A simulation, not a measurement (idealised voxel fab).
The name of this process module is voxel transistor to metal.
Cross-sectional view cut (width: 140 nm; square cell size: 5 nm).
The cross-sections in this document take the form of a grid made of square cells. They are written out as bands, in order from top to bottom. Each band consists of one or more rows of cells.
Look at the band entry: it leads with the top's height and the bottom's height in nm. Then it lists the materials left to right, with a width in nm for each. The word "throughout" on a single material says that material fills the band edge to edge. The word "empty" is empty space.
Where do heights start? At 0: under that level the wafer as delivered is made of one material only. And the lowest band has no floor; it just carries on downward, as in "0 -> down".
So if you see something like "30 to 40" for the width, read it as the top row of the band sitting at the first number and the bottom row at the second, with every row in between moving by the same amount as the last.
No cell of the cross-section changed in a step that is given as "left unchanged".
In "Entrapped void list" the enclosed voids are listed, meaning empty spaces of 8 cells or larger without any opening to the top. The form is width x height at distance, distance from the left edge, units nm.
after a step's settings: what the simulator itself notes on the step
"overlay nm" on a masked step: distance the mask lay right of its planned place, negative for left.
Pairs from here to the end. Each: cross-section before one process step, cross-section after it, the latter only as far down as the lowest band that changed. Under each: the step between, and its settings. Mind that the pairs may be taken from different runs of this module on the same starting wafer; whether a pair continues from the pair above depends on its entry headed "Snapshot before", and it does only where that entry says so.
Snapshot before:
	90 -> 75 = aC throughout
	75 -> 55 = Ru throughout
	55 -> 50 = TiN throughout
	50 -> 40 = SiO2=20 | TiN=5 | Ru=10 | TiN=5 | SiO2=55 | TiN=5 | Ru=10 | TiN=5 | SiO2=25
	40 -> 35 = SiO2=20 | TiN=5 | Ru=10 | TiN=5 | SiO2=10 | SiN=5 | SiCN=25 | SiN=5 | SiO2=10 | TiN=5 | Ru=10 | TiN=5 | SiO2=25
	35 -> 30 = SiCN=10 | SiN=5 | SiO2=5 | TiN=20 | SiO2=10 | SiN=5 | SiCN=25 | SiN=5 | SiO2=10 | TiN=20 | SiO2=5 | SiN=5 | SiCN=15
	30 -> 25 = polySi=10 | SiCN=115 | polySi=15
	25 -> 0 = polySi throughout
	0 -> -5 = SiO2=10 | polySi=115 | SiO2=15
	-5 -> -10 = SiO2 throughout
	-10 -> -30 = SiO2=20 | Si=95 | SiO2=25
	-30 -> down = Si throughout
	Entrapped void list: none
After the Step:
	125 -> 90 = empty=20 | resist=20 | empty=55 | resist=20 | empty=25
	All layers under 90 are left as they were.
	Entrapped void list: none
The before and after cross-sections above are linked by op PATTERN | tone cover | mask id METAL_1 | material resist | width nm 20 | pitch nm 75 | thk nm 35 | overlay nm 0
Snapshot before: the after view from the pair directly above serves as the before view here.
After the Step:
	110 -> 90 = empty=20 | resist=20 | empty=55 | resist=20 | empty=25
	90 -> 75 = empty=20 | aC=20 | empty=55 | aC=20 | empty=25
	All layers under 75 are left as they were.
	Entrapped void list: none
The before and after cross-sections above are linked by op DIRECTIONAL_ETCH | etch materials aC | depth nm 15
Snapshot before: the after view from the pair directly above serves as the before view here.
After the Step:
	90 -> 75 = empty=20 | aC=20 | empty=55 | aC=20 | empty=25
	All layers under 75 are left as they were.
	Entrapped void list: none
The before and after cross-sections above are linked by op STRIP | etch materials resist
Snapshot before: the after view from the pair directly above serves as the before view here.
After the Step:
	90 -> 75 = empty=20 | aC=20 | empty=55 | aC=20 | empty=25
	75 -> 55 = empty=20 | Ru=20 | empty=55 | Ru=20 | empty=25
	All layers under 55 are left as they were.
	Entrapped void list: none
The before and after cross-sections above are linked by op DIRECTIONAL_ETCH | etch materials Ru | depth nm 20
Snapshot before: the after view from the pair directly above serves as the before view here.
After the Step:
	90 -> 75 = empty=20 | aC=20 | empty=55 | aC=20 | empty=25
	75 -> 55 = empty=20 | Ru=20 | empty=55 | Ru=20 | empty=25
	55 -> 50 = empty=20 | TiN=20 | empty=55 | TiN=20 | empty=25
	All layers under 50 are left as they were.
	Entrapped void list: none
The before and after cross-sections above are linked by op DIRECTIONAL_ETCH | etch materials TiN | depth nm 5
Snapshot before: the after view from the pair directly above serves as the before view here.
After the Step:
	75 -> 55 = empty=20 | Ru=20 | empty=55 | Ru=20 | empty=25
	All layers under 55 are left as they were.
	Entrapped void list: none
The before and after cross-sections above are linked by op STRIP | etch materials aC
Snapshot before: the after view from the pair directly above serves as the before view here.
After the Step:
	80 -> 75 = empty=15 | SiCN=30 | empty=45 | SiCN=30 | empty=20
	75 -> 55 = empty=15 | SiCN=5 | Ru=20 | SiCN=5 | empty=45 | SiCN=5 | Ru=20 | SiCN=5 | empty=20
	55 -> 50 = SiCN=20 | TiN=20 | SiCN=55 | TiN=20 | SiCN=25
	All layers under 50 are left as they were.
	Entrapped void list: none
The before and after cross-sections above are linked by op CONFORMAL_DEP | material SiCN | thk nm 5
Snapshot before: the after view from the pair directly above serves as the before view here.
After the Step:
	90 -> 80 = lowk throughout
	80 -> 75 = lowk=15 | SiCN=30 | lowk=45 | SiCN=30 | lowk=20
	75 -> 55 = lowk=15 | SiCN=5 | Ru=20 | SiCN=5 | lowk=45 | SiCN=5 | Ru=20 | SiCN=5 | lowk=20
	All layers under 55 are left as they were.
	Entrapped void list: none
The before and after cross-sections above are linked by op FILL_DEP | material lowk | thk nm 10
Snapshot before: the after view from the pair directly above serves as the before view here.
After the Step:
	75 -> 55 = lowk=15 | SiCN=5 | Ru=20 | SiCN=5 | lowk=45 | SiCN=5 | Ru=20 | SiCN=5 | lowk=20
	All layers under 55 are left as they were.
	Entrapped void list: none
The before and after cross-sections above are linked by op CMP | height nm 75
Snapshot before: the after view from the pair directly above serves as the before view here.
After the Step:
	80 -> 75 = SiN throughout
	All layers under 75 are left as they were.
	Entrapped void list: none
The before and after cross-sections above are linked by op CONFORMAL_DEP | material SiN | thk nm 5
Snapshot before:
	40 -> 25 = SiO2=50 | SiN=5 | SiCN=25 | SiN=5 | SiO2=55
	25 -> 5 = SiO2=50 | SiN=5 | polySi=25 | SiN=5 | SiO2=55
	5 -> 0 = SiO2=35 | nSi=15 | SiN=5 | polySi=25 | SiN=5 | nSi=15 | SiO2=40
	0 -> -5 = SiO2=10 | SiN=5 | SiO2=20 | nSi=15 | SiN=5 | polySi=25 | SiN=5 | nSi=15 | SiO2=20 | SiN=5 | SiO2=15
	-5 -> -10 = SiO2=35 | nSi=15 | SiO2=35 | nSi=15 | SiO2=40
	-10 -> -25 = SiO2=20 | nSi=30 | Si=35 | nSi=30 | SiO2=25
	-25 -> -30 = SiO2=20 | Si=95 | SiO2=25
	-30 -> down = Si throughout
	Entrapped void list: none
After the Step:
	40 -> 25 = SiO2=20 | empty=20 | SiO2=10 | SiN=5 | SiCN=25 | SiN=5 | SiO2=10 | empty=20 | SiO2=25
	25 -> 5 = SiO2=20 | empty=20 | SiO2=10 | SiN=5 | polySi=25 | SiN=5 | SiO2=10 | empty=20 | SiO2=25
	5 -> 0 = SiO2=20 | empty=15 | nSi=15 | SiN=5 | polySi=25 | SiN=5 | nSi=15 | empty=15 | SiO2=25
	0 -> -5 = SiO2=10 | SiN=5 | SiO2=5 | empty=15 | nSi=15 | SiN=5 | polySi=25 | SiN=5 | nSi=15 | empty=15 | SiO2=5 | SiN=5 | SiO2=15
	-5 -> -10 = SiO2=20 | empty=15 | nSi=15 | SiO2=35 | nSi=15 | empty=15 | SiO2=25
	All layers under -10 are left as they were.
	Entrapped void list: none
The before and after cross-sections above are linked by op MASKED_ETCH | tone open | mask id CONTACT | width nm 20 | pitch nm 75 | etch materials SiO2 | depth nm 60 | overlay nm 0
Snapshot before: the after view from the pair directly above serves as the before view here.
After the Step:
	50 -> 40 = SiO2=20 | empty=20 | SiO2=55 | empty=20 | SiO2=25
	40 -> 25 = SiO2=20 | empty=20 | SiO2=10 | SiN=5 | SiCN=25 | SiN=5 | SiO2=10 | empty=20 | SiO2=25
	25 -> 15 = SiO2=20 | empty=20 | SiO2=10 | SiN=5 | polySi=25 | SiN=5 | SiO2=10 | empty=20 | SiO2=25
	15 -> 5 = SiO2=20 | empty=15 | SiO2=15 | SiN=5 | polySi=25 | SiN=5 | SiO2=15 | empty=15 | SiO2=25
	5 -> 0 = SiO2=20 | empty=15 | nSi=15 | SiN=5 | polySi=25 | SiN=5 | nSi=15 | empty=15 | SiO2=25
	0 -> -5 = SiO2=10 | SiN=5 | SiO2=20 | nSi=15 | SiN=5 | polySi=25 | SiN=5 | nSi=15 | SiO2=20 | SiN=5 | SiO2=15
	-5 -> -10 = SiO2=35 | nSi=15 | SiO2=35 | nSi=15 | SiO2=40
	All layers under -10 are left as they were.
	Entrapped void list: none
The before and after cross-sections above are linked by op DIRECTIONAL_DEP | material SiO2 | thk nm 10
Snapshot before: the after view from the pair directly above serves as the before view here.
After the Step:
	55 -> 50 = TiN=25 | empty=10 | TiN=65 | empty=10 | TiN=30
	50 -> 40 = SiO2=20 | TiN=5 | empty=10 | TiN=5 | SiO2=55 | TiN=5 | empty=10 | TiN=5 | SiO2=25
	40 -> 25 = SiO2=20 | TiN=5 | empty=10 | TiN=5 | SiO2=10 | SiN=5 | SiCN=25 | SiN=5 | SiO2=10 | TiN=5 | empty=10 | TiN=5 | SiO2=25
	25 -> 15 = SiO2=20 | TiN=5 | empty=10 to 5 | TiN=5 to 10 | SiO2=10 | SiN=5 | polySi=25 | SiN=5 | SiO2=10 | TiN=5 to 10 | empty=10 to 5 | TiN=5 | SiO2=25
	15 -> 5 = SiO2=20 | TiN=5 | empty=5 | TiN=5 | SiO2=15 | SiN=5 | polySi=25 | SiN=5 | SiO2=15 | TiN=5 | empty=5 | TiN=5 | SiO2=25
	5 -> 0 = SiO2=20 | TiN=15 | nSi=15 | SiN=5 | polySi=25 | SiN=5 | nSi=15 | TiN=15 | SiO2=25
	All layers under 0 are left as they were.
	Entrapped void list: none
The before and after cross-sections above are linked by op CONFORMAL_DEP | material TiN | thk nm 5
Snapshot before: the after view from the pair directly above serves as the before view here.
After the Step:
	60 -> 55 = Ru throughout
	55 -> 50 = TiN=25 | Ru=10 | TiN=65 | Ru=10 | TiN=30
	50 -> 40 = SiO2=20 | TiN=5 | Ru=10 | TiN=5 | SiO2=55 | TiN=5 | Ru=10 | TiN=5 | SiO2=25
	40 -> 25 = SiO2=20 | TiN=5 | Ru=10 | TiN=5 | SiO2=10 | SiN=5 | SiCN=25 | SiN=5 | SiO2=10 | TiN=5 | Ru=10 | TiN=5 | SiO2=25
	25 -> 15 = SiO2=20 | TiN=5 | Ru=10 to 5 | TiN=5 to 10 | SiO2=10 | SiN=5 | polySi=25 | SiN=5 | SiO2=10 | TiN=5 to 10 | Ru=10 to 5 | TiN=5 | SiO2=25
	15 -> 5 = SiO2=20 | TiN=5 | Ru=5 | TiN=5 | SiO2=15 | SiN=5 | polySi=25 | SiN=5 | SiO2=15 | TiN=5 | Ru=5 | TiN=5 | SiO2=25
	All layers under 5 are left as they were.
	Entrapped void list: none
The before and after cross-sections above are linked by op FILL_DEP | material Ru | thk nm 5
Snapshot before: the after view from the pair directly above serves as the before view here.
After the Step:
	50 -> 40 = SiO2=20 | TiN=5 | Ru=10 | TiN=5 | SiO2=55 | TiN=5 | Ru=10 | TiN=5 | SiO2=25
	All layers under 40 are left as they were.
	Entrapped void list: none
The before and after cross-sections above are linked by op CMP | height nm 50
Snapshot before: the after view from the pair directly above serves as the before view here.
After the Step:
	55 -> 50 = TiN throughout
	All layers under 50 are left as they were.
	Entrapped void list: none
The before and after cross-sections above are linked by op DIRECTIONAL_DEP | material TiN | thk nm 5
Snapshot before: the after view from the pair directly above serves as the before view here.
After the Step:
	75 -> 55 = Ru throughout
	All layers under 55 are left as they were.
	Entrapped void list: none
The before and after cross-sections above are linked by op DIRECTIONAL_DEP | material Ru | thk nm 20
Snapshot before: the after view from the pair directly above serves as the before view here.
After the Step:
	90 -> 75 = aC throughout
	All layers under 75 are left as they were.
	Entrapped void list: none
The before and after cross-sections above are linked by op DIRECTIONAL_DEP | material aC | thk nm 15
Snapshot before: the after view from the pair directly above serves as the before view here.
After the Step:
	125 -> 90 = empty=20 | resist=20 | empty=55 | resist=20 | empty=25
	All layers under 90 are left as they were.
	Entrapped void list: none
The before and after cross-sections above are linked by op PATTERN | tone cover | mask id METAL_1 | material resist | width nm 20 | pitch nm 75 | thk nm 35 | overlay nm 0
Snapshot before: the after view from the pair directly above serves as the before view here.
After the Step:
	110 -> 90 = empty=20 | resist=20 | empty=55 | resist=20 | empty=25
	90 -> 75 = empty=20 | aC=20 | empty=55 | aC=20 | empty=25
	All layers under 75 are left as they were.
	Entrapped void list: none
The before and after cross-sections above are linked by op DIRECTIONAL_ETCH | etch materials aC | depth nm 15
Snapshot before: the after view from the pair directly above serves as the before view here.
After the Step:
	90 -> 75 = empty=20 | aC=20 | empty=55 | aC=20 | empty=25
	All layers under 75 are left as they were.
	Entrapped void list: none
The before and after cross-sections above are linked by op STRIP | etch materials resist
Snapshot before: the after view from the pair directly above serves as the before view here.
After the Step:
	90 -> 75 = empty=20 | aC=20 | empty=55 | aC=20 | empty=25
	75 -> 55 = empty=20 | Ru=20 | empty=55 | Ru=20 | empty=25
	All layers under 55 are left as they were.
	Entrapped void list: none
The before and after cross-sections above are linked by op DIRECTIONAL_ETCH | etch materials Ru | depth nm 20
Snapshot before: the after view from the pair directly above serves as the before view here.
After the Step:
	90 -> 75 = empty=20 | aC=20 | empty=55 | aC=20 | empty=25
	75 -> 55 = empty=20 | Ru=20 | empty=55 | Ru=20 | empty=25
	55 -> 50 = empty=20 | TiN=20 | empty=55 | TiN=20 | empty=25
	All layers under 50 are left as they were.
	Entrapped void list: none
The before and after cross-sections above are linked by op DIRECTIONAL_ETCH | etch materials TiN | depth nm 5
Snapshot before: the after view from the pair directly above serves as the before view here.
After the Step:
	75 -> 55 = empty=20 | Ru=20 | empty=55 | Ru=20 | empty=25
	All layers under 55 are left as they were.
	Entrapped void list: none
The before and after cross-sections above are linked by op STRIP | etch materials aC
Snapshot before: the after view from the pair directly above serves as the before view here.
After the Step:
	80 -> 75 = empty=15 | SiCN=30 | empty=45 | SiCN=30 | empty=20
	75 -> 55 = empty=15 | SiCN=5 | Ru=20 | SiCN=5 | empty=45 | SiCN=5 | Ru=20 | SiCN=5 | empty=20
	55 -> 50 = SiCN=20 | TiN=20 | SiCN=55 | TiN=20 | SiCN=25
	All layers under 50 are left as they were.
	Entrapped void list: none
The before and after cross-sections above are linked by op CONFORMAL_DEP | material SiCN | thk nm 5
Snapshot before: the after view from the pair directly above serves as the before view here.
After the Step:
	90 -> 80 = lowk throughout
	80 -> 75 = lowk=15 | SiCN=30 | lowk=45 | SiCN=30 | lowk=20
	75 -> 55 = lowk=15 | SiCN=5 | Ru=20 | SiCN=5 | lowk=45 | SiCN=5 | Ru=20 | SiCN=5 | lowk=20
	All layers under 55 are left as they were.
	Entrapped void list: none
The before and after cross-sections above are linked by op FILL_DEP | material lowk | thk nm 10
Snapshot before: the after view from the pair directly above serves as the before view here.
After the Step:
	75 -> 55 = lowk=15 | SiCN=5 | Ru=20 | SiCN=5 | lowk=45 | SiCN=5 | Ru=20 | SiCN=5 | lowk=20
	All layers under 55 are left as they were.
	Entrapped void list: none
The before and after cross-sections above are linked by op CMP | height nm 75
Snapshot before: the after view from the pair directly above serves as the before view here.
After the Step:
	80 -> 75 = SiN throughout
	All layers under 75 are left as they were.
	Entrapped void list: none
The before and after cross-sections above are linked by op CONFORMAL_DEP | material SiN | thk nm 5
Snapshot before:
	90 -> 80 = lowk throughout
	80 -> 75 = lowk=15 | SiCN=30 | lowk=45 | SiCN=30 | lowk=20
	75 -> 55 = lowk=15 | SiCN=5 | Ru=20 | SiCN=5 | lowk=45 | SiCN=5 | Ru=20 | SiCN=5 | lowk=20
	55 -> 50 = SiCN=20 | TiN=20 | SiCN=55 | TiN=20 | SiCN=25
	50 -> 40 = SiO2=20 | TiN=5 | Ru=10 | TiN=5 | SiO2=55 | TiN=5 | Ru=10 | TiN=5 | SiO2=25
	40 -> 25 = SiO2=20 | TiN=5 | Ru=10 | TiN=5 | SiO2=10 | SiN=5 | SiCN=25 | SiN=5 | SiO2=10 | TiN=5 | Ru=10 | TiN=5 | SiO2=25
	25 -> 10 = SiO2=20 | TiN=5 | Ru=10 | TiN=5 | SiO2=10 | SiN=5 | polySi=25 | SiN=5 | SiO2=10 | TiN=5 | Ru=10 | TiN=5 | SiO2=25
	10 -> 5 = SiO2=20 | TiN=5 | Ru=5 | TiN=10 | SiO2=10 | SiN=5 | polySi=25 | SiN=5 | SiO2=10 | TiN=10 | Ru=5 | TiN=5 | SiO2=25
	5 -> 0 = SiO2=20 | TiN=5 | Ru=5 | TiN=5 | nSi=15 | SiN=5 | polySi=25 | SiN=5 | nSi=15 | TiN=5 | Ru=5 | TiN=5 | SiO2=25
	0 -> -5 = SiO2=10 | SiN=5 | SiO2=5 | TiN=5 | Ru=5 | TiN=5 | nSi=15 | SiN=5 | polySi=25 | SiN=5 | nSi=15 | TiN=5 | Ru=5 | TiN=5 | SiO2=5 | SiN=5 | SiO2=15
	-5 -> -10 = SiO2=20 | TiN=15 | nSi=15 | SiO2=35 | nSi=15 | TiN=15 | SiO2=25
	-10 -> -25 = SiO2=20 | nSi=30 | Si=35 | nSi=30 | SiO2=25
	-25 -> -30 = SiO2=20 | Si=95 | SiO2=25
	-30 -> down = Si throughout
	Entrapped void list: none
After the Step:
	65 -> 55 = lowk=15 | SiCN=5 | Ru=20 | SiCN=5 | lowk=45 | SiCN=5 | Ru=20 | SiCN=5 | lowk=20
	All layers under 55 are left as they were.
	Entrapped void list: none
The before and after cross-sections above are linked by op CMP | height nm 65
Snapshot before: the after view from the pair directly above serves as the before view here.
After the Step:
	70 -> 65 = SiN throughout
	All layers under 65 are left as they were.
	Entrapped void list: none
The before and after cross-sections above are linked by op CONFORMAL_DEP | material SiN | thk nm 5
Snapshot before:
	45 -> 40 = SiCN=10 | empty=115 | SiCN=15
	40 -> 30 = SiCN throughout
	30 -> 25 = polySi=10 | SiCN=115 | polySi=15
	25 -> 0 = polySi throughout
	0 -> -5 = SiO2=10 | polySi=115 | SiO2=15
	-5 -> -10 = SiO2 throughout
	-10 -> -30 = SiO2=20 | Si=95 | SiO2=25
	-30 -> down = Si throughout
	Entrapped void list: none
After the Step:
	65 -> 45 = empty=60 | resist=15 | empty=65
	45 -> 40 = SiCN=10 | empty=50 | resist=15 | empty=50 | SiCN=15
	All layers under 40 are left as they were.
	Entrapped void list: none
The before and after cross-sections above are linked by op PATTERN | tone cover | mask id GATE | material resist | width nm 15 | thk nm 20 | overlay nm 0
Snapshot before: the after view from the pair directly above serves as the before view here.
After the Step:
	65 -> 40 = empty=60 | resist=15 | empty=65
	40 -> 30 = empty=60 | SiCN=15 | empty=65
	30 -> 25 = polySi=10 | empty=50 | SiCN=15 | empty=50 | polySi=15
	All layers under 25 are left as they were.
	Entrapped void list: none
The before and after cross-sections above are linked by op DIRECTIONAL_ETCH | etch materials SiCN | depth nm 25
Snapshot before: the after view from the pair directly above serves as the before view here.
After the Step:
	65 -> 40 = empty=60 | resist=15 | empty=65
	40 -> 25 = empty=60 | SiCN=15 | empty=65
	25 -> 0 = empty=60 | polySi=15 | empty=65
	0 -> -5 = SiO2=10 | empty=50 | polySi=15 | empty=50 | SiO2=15
	All layers under -5 are left as they were.
	Entrapped void list: none
The before and after cross-sections above are linked by op DIRECTIONAL_ETCH | etch materials polySi | depth nm 40
Snapshot before: the after view from the pair directly above serves as the before view here.
After the Step:
	40 -> 25 = empty=60 | SiCN=15 | empty=65
	All layers under 25 are left as they were.
	Entrapped void list: none
The before and after cross-sections above are linked by op STRIP | etch materials resist
Snapshot before: the after view from the pair directly above serves as the before view here.
After the Step:
	45 -> 40 = empty=55 | SiN=25 | empty=60
	40 -> 25 = empty=55 | SiN=5 | SiCN=15 | SiN=5 | empty=60
	25 -> 5 = empty=55 | SiN=5 | polySi=15 | SiN=5 | empty=60
	5 -> 0 = SiN=15 | empty=40 | SiN=5 | polySi=15 | SiN=5 | empty=40 | SiN=20
	0 -> -5 = SiO2=10 | SiN=50 | polySi=15 | SiN=50 | SiO2=15
	All layers under -5 are left as they were.
	Entrapped void list: none
The before and after cross-sections above are linked by op CONFORMAL_DEP | material SiN | thk nm 5
Snapshot before: the after view from the pair directly above serves as the before view here.
After the Step:
	40 -> 25 = empty=55 | SiN=5 | SiCN=15 | SiN=5 | empty=60
	25 -> 0 = empty=55 | SiN=5 | polySi=15 | SiN=5 | empty=60
	0 -> -5 = SiO2=10 | SiN=5 | empty=40 | SiN=5 | polySi=15 | SiN=5 | empty=40 | SiN=5 | SiO2=15
	All layers under -5 are left as they were.
	Entrapped void list: none
The before and after cross-sections above are linked by op DIRECTIONAL_ETCH | etch materials SiN | depth nm 5
Snapshot before: the after view from the pair directly above serves as the before view here.
After the Step:
	40 -> 25 = empty=55 | SiN=5 | SiCN=15 | SiN=5 | empty=60
	25 -> 0 = empty=55 | SiN=5 | polySi=15 | SiN=5 | empty=60
	0 -> -5 = empty=10 | SiN=5 | empty=40 | SiN=5 | polySi=15 | SiN=5 | empty=40 | SiN=5 | empty=15
	-5 -> -10 = SiO2=15 | empty=40 | SiO2=25 | empty=40 | SiO2=20
	All layers under -10 are left as they were.
	Entrapped void list: none
The before and after cross-sections above are linked by op DIRECTIONAL_ETCH | etch materials SiO2 | depth nm 5
Snapshot before: the after view from the pair directly above serves as the before view here.
After the Step:
	40 -> 25 = empty=55 | SiN=5 | SiCN=15 | SiN=5 | empty=60
	25 -> 0 = empty=55 | SiN=5 | polySi=15 | SiN=5 | empty=60
	0 -> -5 = empty=10 | SiN=5 | empty=40 | SiN=5 | polySi=15 | SiN=5 | empty=40 | SiN=5 | empty=15
	-5 -> -10 = SiO2=15 | empty=40 | SiO2=25 | empty=40 | SiO2=20
	-10 -> -25 = SiO2=20 | empty=35 | Si=25 | empty=35 | SiO2=25
	All layers under -25 are left as they were.
	Entrapped void list: none
The before and after cross-sections above are linked by op DIRECTIONAL_ETCH | etch materials Si | depth nm 15
Snapshot before: the after view from the pair directly above serves as the before view here.
After the Step:
	40 -> 25 = empty=55 | SiN=5 | SiCN=15 | SiN=5 | empty=60
	25 -> 5 = empty=55 | SiN=5 | polySi=15 | SiN=5 | empty=60
	5 -> 0 = empty=40 | nSi=15 | SiN=5 | polySi=15 | SiN=5 | nSi=15 | empty=45
	0 -> -5 = empty=10 | SiN=5 | empty=25 | nSi=15 | SiN=5 | polySi=15 | SiN=5 | nSi=15 | empty=25 | SiN=5 | empty=15
	-5 -> -10 = SiO2=15 | empty=25 | nSi=15 | SiO2=25 | nSi=15 | empty=25 | SiO2=20
	-10 -> -25 = SiO2=20 | nSi=35 | Si=25 | nSi=35 | SiO2=25
	All layers under -25 are left as they were.
	Entrapped void list: none
The before and after cross-sections above are linked by op EPI | material nSi | thk nm 15
Snapshot before: the after view from the pair directly above serves as the before view here.
After the Step:
	45 -> 40 = SiO2 throughout
	40 -> 25 = SiO2=55 | SiN=5 | SiCN=15 | SiN=5 | SiO2=60
	25 -> 5 = SiO2=55 | SiN=5 | polySi=15 | SiN=5 | SiO2=60
	5 -> 0 = SiO2=40 | nSi=15 | SiN=5 | polySi=15 | SiN=5 | nSi=15 | SiO2=45
	0 -> -5 = SiO2=10 | SiN=5 | SiO2=25 | nSi=15 | SiN=5 | polySi=15 | SiN=5 | nSi=15 | SiO2=25 | SiN=5 | SiO2=15
	-5 -> -10 = SiO2=40 | nSi=15 | SiO2=25 | nSi=15 | SiO2=45
	All layers under -10 are left as they were.
	Entrapped void list: none
The before and after cross-sections above are linked by op FILL_DEP | material SiO2 | thk nm 5
Snapshot before: the after view from the pair directly above serves as the before view here.
After the Step:
	40 -> 25 = SiO2=55 | SiN=5 | SiCN=15 | SiN=5 | SiO2=60
	All layers under 25 are left as they were.
	Entrapped void list: none
The before and after cross-sections above are linked by op CMP | height nm 40
Snapshot before: the after view from the pair directly above serves as the before view here.
After the Step:
	50 -> 40 = SiO2 throughout
	All layers under 40 are left as they were.
	Entrapped void list: none
The before and after cross-sections above are linked by op DIRECTIONAL_DEP | material SiO2 | thk nm 10
Snapshot before: the after view from the pair directly above serves as the before view here.
After the Step:
	50 -> 40 = SiO2=20 | empty=20 | SiO2=55 | empty=20 | SiO2=25
	40 -> 25 = SiO2=20 | empty=20 | SiO2=15 | SiN=5 | SiCN=15 | SiN=5 | SiO2=15 | empty=20 | SiO2=25
	25 -> 5 = SiO2=20 | empty=20 | SiO2=15 | SiN=5 | polySi=15 | SiN=5 | SiO2=15 | empty=20 | SiO2=25
	5 -> 0 = SiO2=20 | empty=20 | nSi=15 | SiN=5 | polySi=15 | SiN=5 | nSi=15 | empty=20 | SiO2=25
	0 -> -5 = SiO2=10 | SiN=5 | SiO2=5 | empty=20 | nSi=15 | SiN=5 | polySi=15 | SiN=5 | nSi=15 | empty=20 | SiO2=5 | SiN=5 | SiO2=15
	-5 -> -10 = SiO2=20 | empty=20 | nSi=15 | SiO2=25 | nSi=15 | empty=20 | SiO2=25
	All layers under -10 are left as they were.
	Entrapped void list: none
The before and after cross-sections above are linked by op MASKED_ETCH | tone open | mask id CONTACT | width nm 20 | pitch nm 75 | etch materials SiO2 | depth nm 60 | overlay nm 0
Snapshot before: the after view from the pair directly above serves as the before view here.
After the Step:
	55 -> 50 = TiN=25 | empty=10 | TiN=65 | empty=10 | TiN=30
	50 -> 40 = SiO2=20 | TiN=5 | empty=10 | TiN=5 | SiO2=55 | TiN=5 | empty=10 | TiN=5 | SiO2=25
	40 -> 25 = SiO2=20 | TiN=5 | empty=10 | TiN=5 | SiO2=15 | SiN=5 | SiCN=15 | SiN=5 | SiO2=15 | TiN=5 | empty=10 | TiN=5 | SiO2=25
	25 -> 5 = SiO2=20 | TiN=5 | empty=10 | TiN=5 | SiO2=15 | SiN=5 | polySi=15 | SiN=5 | SiO2=15 | TiN=5 | empty=10 | TiN=5 | SiO2=25
	5 -> 0 = SiO2=20 | TiN=5 | empty=10 | TiN=5 | nSi=15 | SiN=5 | polySi=15 | SiN=5 | nSi=15 | TiN=5 | empty=10 | TiN=5 | SiO2=25
	0 -> -5 = SiO2=10 | SiN=5 | SiO2=5 | TiN=5 | empty=10 | TiN=5 | nSi=15 | SiN=5 | polySi=15 | SiN=5 | nSi=15 | TiN=5 | empty=10 | TiN=5 | SiO2=5 | SiN=5 | SiO2=15
	-5 -> -10 = SiO2=20 | TiN=20 | nSi=15 | SiO2=25 | nSi=15 | TiN=20 | SiO2=25
	All layers under -10 are left as they were.
	Entrapped void list: none
The before and after cross-sections above are linked by op CONFORMAL_DEP | material TiN | thk nm 5
Snapshot before: the after view from the pair directly above serves as the before view here.
After the Step:
	60 -> 55 = Ru throughout
	55 -> 50 = TiN=25 | Ru=10 | TiN=65 | Ru=10 | TiN=30
	50 -> 40 = SiO2=20 | TiN=5 | Ru=10 | TiN=5 | SiO2=55 | TiN=5 | Ru=10 | TiN=5 | SiO2=25
	40 -> 25 = SiO2=20 | TiN=5 | Ru=10 | TiN=5 | SiO2=15 | SiN=5 | SiCN=15 | SiN=5 | SiO2=15 | TiN=5 | Ru=10 | TiN=5 | SiO2=25
	25 -> 5 = SiO2=20 | TiN=5 | Ru=10 | TiN=5 | SiO2=15 | SiN=5 | polySi=15 | SiN=5 | SiO2=15 | TiN=5 | Ru=10 | TiN=5 | SiO2=25
	5 -> 0 = SiO2=20 | TiN=5 | Ru=10 | TiN=5 | nSi=15 | SiN=5 | polySi=15 | SiN=5 | nSi=15 | TiN=5 | Ru=10 | TiN=5 | SiO2=25
	0 -> -5 = SiO2=10 | SiN=5 | SiO2=5 | TiN=5 | Ru=10 | TiN=5 | nSi=15 | SiN=5 | polySi=15 | SiN=5 | nSi=15 | TiN=5 | Ru=10 | TiN=5 | SiO2=5 | SiN=5 | SiO2=15
	All layers under -5 are left as they were.
	Entrapped void list: none
The before and after cross-sections above are linked by op FILL_DEP | material Ru | thk nm 5
Snapshot before: the after view from the pair directly above serves as the before view here.
After the Step:
	50 -> 40 = SiO2=20 | TiN=5 | Ru=10 | TiN=5 | SiO2=55 | TiN=5 | Ru=10 | TiN=5 | SiO2=25
	All layers under 40 are left as they were.
	Entrapped void list: none
The before and after cross-sections above are linked by op CMP | height nm 50
Snapshot before: the after view from the pair directly above serves as the before view here.
After the Step:
	55 -> 50 = TiN throughout
	All layers under 50 are left as they were.
	Entrapped void list: none
The before and after cross-sections above are linked by op DIRECTIONAL_DEP | material TiN | thk nm 5
Snapshot before: the after view from the pair directly above serves as the before view here.
After the Step:
	75 -> 55 = Ru throughout
	All layers under 55 are left as they were.
	Entrapped void list: none
The before and after cross-sections above are linked by op DIRECTIONAL_DEP | material Ru | thk nm 20
Snapshot before: the after view from the pair directly above serves as the before view here.
After the Step:
	90 -> 75 = aC throughout
	All layers under 75 are left as they were.
	Entrapped void list: none
The before and after cross-sections above are linked by op DIRECTIONAL_DEP | material aC | thk nm 15
Snapshot before: the after view from the pair directly above serves as the before view here.
After the Step:
	125 -> 90 = empty=20 | resist=20 | empty=55 | resist=20 | empty=25
	All layers under 90 are left as they were.
	Entrapped void list: none
The before and after cross-sections above are linked by op PATTERN | tone cover | mask id METAL_1 | material resist | width nm 20 | pitch nm 75 | thk nm 35 | overlay nm 0
Snapshot before: the after view from the pair directly above serves as the before view here.
After the Step:
	110 -> 90 = empty=20 | resist=20 | empty=55 | resist=20 | empty=25
	90 -> 75 = empty=20 | aC=20 | empty=55 | aC=20 | empty=25
	All layers under 75 are left as they were.
	Entrapped void list: none
The before and after cross-sections above are linked by op DIRECTIONAL_ETCH | etch materials aC | depth nm 15
Snapshot before: the after view from the pair directly above serves as the before view here.
After the Step:
	90 -> 75 = empty=20 | aC=20 | empty=55 | aC=20 | empty=25
	All layers under 75 are left as they were.
	Entrapped void list: none
The before and after cross-sections above are linked by op STRIP | etch materials resist
Snapshot before: the after view from the pair directly above serves as the before view here.
After the Step:
	90 -> 75 = empty=20 | aC=20 | empty=55 | aC=20 | empty=25
	75 -> 55 = empty=20 | Ru=20 | empty=55 | Ru=20 | empty=25
	All layers under 55 are left as they were.
	Entrapped void list: none
The before and after cross-sections above are linked by op DIRECTIONAL_ETCH | etch materials Ru | depth nm 20
